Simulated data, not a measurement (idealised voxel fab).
Herein follows the process module entitled voxel air gaps.
Each square cell in cross-section cut measures 5 nm, and the section as a whole is 165 nm wide.
Each cross-section below is a grid of square cells, stated as bands in top-down order, with one or more rows of cells making up each band.
This entry defines a band. It first specifies the height of the band's top and the height of its bottom in nm, and then specifies the band's materials from left to right, stating each material with its width in nm. The word "everywhere" identifies a single material that fills the band from edge to edge, while the word "blank" identifies empty space.
Beneath 0, the wafer as received is one material, and that level is where height counting begins. The lowest band goes on downward without a bottom; it is written like "0..down".
So if you see something like "30->40" for the width, read it as the top row of the band sitting at the first number and the bottom row at the second, with every row in between moving by the same amount as the last.
"nothing changed" after a step means that no cell of the cross-section changed.
So "Catalogued sealed voids" is basically the list of trapped voids: any empty space of 8 cells or more that can't reach the top through an opening. They're written width x height at distance, the distance being from the left edge, and it's all nm.
Post-settings text on a step line: simulator's own remark regarding the step.
overlay nm: for a step with a mask, the amount by which the mask lay right of where it was planned; a negative amount means left of it.
Process steps (planned):
step 1: RECEIVE, material Si
step 2: CONFORMAL_DEP, material SiO2, thk nm 10
step 3: CONFORMAL_DEP, material SiN, thk nm 5
step 4: DIRECTIONAL_DEP, material lowk, thk nm 35
step 5: PATTERN, tone open, mask id LINES, material resist, width nm 15, pitch nm 45, thk nm 20, overlay nm 0
step 6: DIRECTIONAL_ETCH, etch materials lowk, depth nm 35
step 7: STRIP, etch materials resist
step 8: CONFORMAL_DEP, material TiN, thk nm 5
step 9: FILL_DEP, material Ru, thk nm 5
step 10: CMP, height nm 50
step 11: EPI, material Ru, thk nm 10
step 12: SELECTIVE_ETCH, etch materials lowk, depth nm 45
step 13: CONFORMAL_DEP, material SiCN, thk nm 5
Wafer cross-section on receipt, i.e. after step 1:
  0..down = Si everywhere
  Catalogued sealed voids: none
First of two wafers at the end of the module, shown in cross-section; run carried out as planned:
  65..60 = 15 of blank; 135 of SiCN; 15 of blank
  60..50 = 15 of blank; 5 of SiCN; 35 of Ru; 10 of SiCN; 35 of Ru; 10 of SiCN; 35 of Ru; 5 of SiCN; 15 of blank
  50..45 = 15 of blank; 15 of SiCN; 5 of TiN; 5 of Ru; 5 of TiN; 30 of SiCN; 5 of TiN; 5 of Ru; 5 of TiN; 30 of SiCN; 5 of TiN; 5 of Ru; 5 of TiN; 15 of SiCN; 15 of blank
  45..20 = 25 of blank; 5 of SiCN; 5 of TiN; 5 of Ru; 5 of TiN; 5 of SiCN; 20 of blank; 5 of SiCN; 5 of TiN; 5 of Ru; 5 of TiN; 5 of SiCN; 20 of blank; 5 of SiCN; 5 of TiN; 5 of Ru; 5 of TiN; 5 of SiCN; 25 of blank
  20..15 = 30 of SiCN; 15 of TiN; 30 of SiCN; 15 of TiN; 30 of SiCN; 15 of TiN; 30 of SiCN
  15..10 = SiN everywhere
  10..0 = SiO2 everywhere
  0..down = Si everywhere
  Catalogued sealed voids: 20 x 25 at 50; 20 x 25 at 95
So this is wafer number two of the two, cut at the end of the module - it started where the first did and had the same plan, we just got one thing wrong running it:
  65..60 = SiCN everywhere
  60..50 = Ru everywhere
  50..20 = 25 of Ru; 5 of TiN; 15 of lowk; 5 of TiN; 20 of Ru; 5 of TiN; 15 of lowk; 5 of TiN; 20 of Ru; 5 of TiN; 15 of lowk; 5 of TiN; 25 of Ru
  20..15 = 30 of TiN; 15 of lowk; 30 of TiN; 15 of lowk; 30 of TiN; 15 of lowk; 30 of TiN
  15..10 = SiN everywhere
  10..0 = SiO2 everywhere
  0..down = Si everywhere
  Catalogued sealed voids: none
Want to know what went wrong? it should be noted that step 5 was executed with settings other than those planned, the operation and settings actually applied being PATTERN, tone cover, mask id LINES, material resist, width nm 15, pitch nm 45, thk nm 20, overlay nm 0
At the finish, the second wafer shows more or fewer cells for some materials than the first does: 114 more of Ru | 78 fewer of SiCN | 15 more of TiN | 63 more of lowk
At process end, closed voids number 2 in the first wafer and 0 in the second wafer.
